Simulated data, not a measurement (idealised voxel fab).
process module | voxel trench capacitor
cross-section cut | 230 nm wide | cells 5 nm
A cross-section is a grid of square cells, given in bands from the top down. A band is one or more rows of cells.
Each band's line starts with the height of the band's top and of its bottom, in nm. Then come its materials from left to right, each with its width in nm. One material with "throughout" fills the band from edge to edge. "air" is empty space.
Height 0 is the level under which the wafer as received is all one material. The lowest band goes on downwards, as in "0 down".
A width such as "30 to 40" changes by the same amount from each row of cells to the next, from the band's top row to its bottom row.
"no change" after a step means that no cell of the cross-section changed.
closed voids: empty space of 8 cells or more with no open way to the top, each as width x height at its distance from the left edge, in nm
after a step's settings: what the simulator itself notes on the step
overlay nm, on a step with a mask: how far to the right of its planned place the mask lay; to the left if negative
plan
1 op RECEIVE | material Si
2 op CONFORMAL_DEP | material SiN | thk nm 5
3 op DIRECTIONAL_DEP | material aC | thk nm 15
4 op PATTERN | tone open | mask id TRENCH | material resist | width nm 20 | pitch nm 40 | thk nm 30 | overlay nm 0
5 op DIRECTIONAL_ETCH | etch materials aC | depth nm 15
6 op STRIP | etch materials resist
7 op DIRECTIONAL_ETCH | etch materials SiN | depth nm 5
8 op DIRECTIONAL_ETCH | etch materials Si | depth nm 25
9 op STRIP | etch materials aC
10 op CONFORMAL_DEP | material SiO2 | thk nm 5
11 op FILL_DEP | material polySi | thk nm 10
12 op CMP | height nm 5
first wafer, as planned
as received, after step 1
  0 down: Si throughout
  closed voids: none
after step 2
  5 to 0: SiN throughout
  below 0: unchanged
after step 3
  20 to 5: aC throughout
  below 5: unchanged
after step 4
  50 to 20: resist 85 | air 20 | resist 20 | air 20 | resist 85
  below 20: unchanged
after step 5
  35 to 20: resist 85 | air 20 | resist 20 | air 20 | resist 85
  20 to 5: aC 85 | air 20 | aC 20 | air 20 | aC 85
  below 5: unchanged
after step 6
  20 to 5: aC 85 | air 20 | aC 20 | air 20 | aC 85
  below 5: unchanged
after step 7
  20 to 5: aC 85 | air 20 | aC 20 | air 20 | aC 85
  5 to 0: SiN 85 | air 20 | SiN 20 | air 20 | SiN 85
  below 0: unchanged
after step 8
  20 to 5: aC 85 | air 20 | aC 20 | air 20 | aC 85
  5 to 0: SiN 85 | air 20 | SiN 20 | air 20 | SiN 85
  0 to -25: Si 85 | air 20 | Si 20 | air 20 | Si 85
  below -25: unchanged
after step 9
  5 to 0: SiN 85 | air 20 | SiN 20 | air 20 | SiN 85
  below 0: unchanged
after step 10
  10 to 5: SiO2 90 | air 10 | SiO2 30 | air 10 | SiO2 90
  5 to 0: SiN 85 | SiO2 5 | air 10 | SiO2 5 | SiN 20 | SiO2 5 | air 10 | SiO2 5 | SiN 85
  0 to -20: Si 85 | SiO2 5 | air 10 | SiO2 5 | Si 20 | SiO2 5 | air 10 | SiO2 5 | Si 85
  -20 to -25: Si 85 | SiO2 20 | Si 20 | SiO2 20 | Si 85
  below -25: unchanged
after step 11
  20 to 10: polySi throughout
  10 to 5: SiO2 90 | polySi 10 | SiO2 30 | polySi 10 | SiO2 90
  5 to 0: SiN 85 | SiO2 5 | polySi 10 | SiO2 5 | SiN 20 | SiO2 5 | polySi 10 | SiO2 5 | SiN 85
  0 to -20: Si 85 | SiO2 5 | polySi 10 | SiO2 5 | Si 20 | SiO2 5 | polySi 10 | SiO2 5 | Si 85
  below -20: unchanged
after step 12
  5 to 0: SiN 85 | SiO2 5 | polySi 10 | SiO2 5 | SiN 20 | SiO2 5 | polySi 10 | SiO2 5 | SiN 85
  below 0: unchanged
second wafer: like start, like plan, one mistake. Through step 7 it matches the first wafer
when step 8 should have ended
  20 to 5: aC 85 | air 20 | aC 20 | air 20 | aC 85
  5 to 0: SiN 85 | air 20 | SiN 20 | air 20 | SiN 85
  0 to -50: Si 85 | air 20 | Si 20 | air 20 | Si 85
  below -50: unchanged
when step 9 should have ended
  5 to 0: SiN 85 | air 20 | SiN 20 | air 20 | SiN 85
  below 0: unchanged
when step 10 should have ended
  10 to 5: SiO2 90 | air 10 | SiO2 30 | air 10 | SiO2 90
  5 to 0: SiN 85 | SiO2 5 | air 10 | SiO2 5 | SiN 20 | SiO2 5 | air 10 | SiO2 5 | SiN 85
  0 to -45: Si 85 | SiO2 5 | air 10 | SiO2 5 | Si 20 | SiO2 5 | air 10 | SiO2 5 | Si 85
  -45 to -50: Si 85 | SiO2 20 | Si 20 | SiO2 20 | Si 85
  below -50: unchanged
when step 11 should have ended
  20 to 10: polySi throughout
  10 to 5: SiO2 90 | polySi 10 | SiO2 30 | polySi 10 | SiO2 90
  5 to 0: SiN 85 | SiO2 5 | polySi 10 | SiO2 5 | SiN 20 | SiO2 5 | polySi 10 | SiO2 5 | SiN 85
  0 to -45: Si 85 | SiO2 5 | polySi 10 | SiO2 5 | Si 20 | SiO2 5 | polySi 10 | SiO2 5 | Si 85
  below -45: unchanged
when step 12 should have ended
  5 to 0: SiN 85 | SiO2 5 | polySi 10 | SiO2 5 | SiN 20 | SiO2 5 | polySi 10 | SiO2 5 | SiN 85
  below 0: unchanged
what went wrong: step 8 was run twice
at the end the second wafer has, in cells: 40 fewer of Si | 20 more of SiO2 | 20 more of polySi
